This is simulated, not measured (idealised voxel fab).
This section sets out a process module, namely voxel ribs on slabs.
Cross-section cut spans 155 nm and uses square cells 5 nm in size.
Square cells in a grid make up a cross-section in this document, and the grid is given as bands, listed from the top down, each one or more rows of cells.
Look at the band entry: it leads with the top's height and the bottom's height in nm. Then it lists the materials left to right, with a width in nm for each. The word "throughout" on a single material says that material fills the band edge to edge. The word "empty" is empty space.
Where do heights start? At 0: under that level the wafer as delivered is made of one material only. And the lowest band has no floor; it just carries on downward, as in "0..down".
Quick explanation for "30..40": the width changes in equal steps down the rows of cells, from the first number in the band's top row to the second number in its bottom row.
Any step labelled "nothing changed" changed none of the cells in the cross-section.
"Entrapped voids" lists enclosed empty spaces (at least 8 cells, no open path upward to the top), each as width x height at distance from the left edge, in nm.
It should be noted that, on the line of a given step, the content following the step's settings is a remark produced by the simulator itself with respect to that step.
The line of a step may include "overlay nm". On a step with a mask, this value is how far to the right of its planned place the mask lay. A negative value means the mask lay to the left.

SET OUT BELOW ARE THE PLANNED STEPS OF THE PROCESS
1. op RECEIVE | material Si
2. op DIRECTIONAL_DEP | material SiO2 | thk nm 20
3. op DIRECTIONAL_DEP | material polySi | thk nm 25
4. op MASKED_ETCH | tone cover | mask id RIB | width nm 30 | etch materials polySi | depth nm 20 | overlay nm 0
5. op DIRECTIONAL_DEP | material aC | thk nm 15
6. op PATTERN | tone cover | mask id SLAB | material resist | width nm 60 | thk nm 35 | overlay nm 0
7. op DIRECTIONAL_ETCH | etch materials aC | depth nm 15
8. op STRIP | etch materials resist
9. op DIRECTIONAL_ETCH | etch materials polySi | depth nm 5
10. op STRIP | etch materials aC
11. op FILL_DEP | material SiO2 | thk nm 20
12. op CMP | height nm 60
13. op DIRECTIONAL_DEP | material W | thk nm 10
14. op PATTERN | tone cover | mask id HEATER | material resist | width nm 40 | thk nm 15 | overlay nm 0
15. op DIRECTIONAL_ETCH | etch materials W | depth nm 10
16. op STRIP | etch materials resist
17. op CONFORMAL_DEP | material SiO2 | thk nm 10

SO THIS IS THE INCOMING WAFER IN CROSS-SECTION - IT'S ALREADY BEEN THROUGH STEP 1
0..down = Si throughout
Entrapped voids: none

LOOKING AT THE FIRST OF TWO WAFERS IN CROSS-SECTION AT END OF MODULE - RAN TO PLAN
80..70 = empty: 45, SiO2: 60, empty: 50
70..60 = SiO2: 55, W: 40, SiO2: 60
60..45 = SiO2 throughout
45..25 = SiO2: 60, polySi: 30, SiO2: 65
25..20 = SiO2: 45, polySi: 60, SiO2: 50
20..0 = SiO2 throughout
0..down = Si throughout
Entrapped voids: none

SECOND WAFER AT THE END: LIKE START, LIKE PLAN, ONE MISTAKE
80..70 = empty: 45, polySi: 60, empty: 50
70..60 = polySi: 55, W: 40, polySi: 60
60..45 = SiO2 throughout
45..25 = SiO2: 60, polySi: 30, SiO2: 65
25..20 = SiO2: 45, polySi: 60, SiO2: 50
20..0 = SiO2 throughout
0..down = Si throughout
Entrapped voids: none
Here's what went sideways: step 17 changed vs plan, executed as op CONFORMAL_DEP | material polySi | thk nm 10
Count the cells at the end and the second wafer has more or fewer of some materials than the first: 70 fewer of SiO2, 70 more of polySi
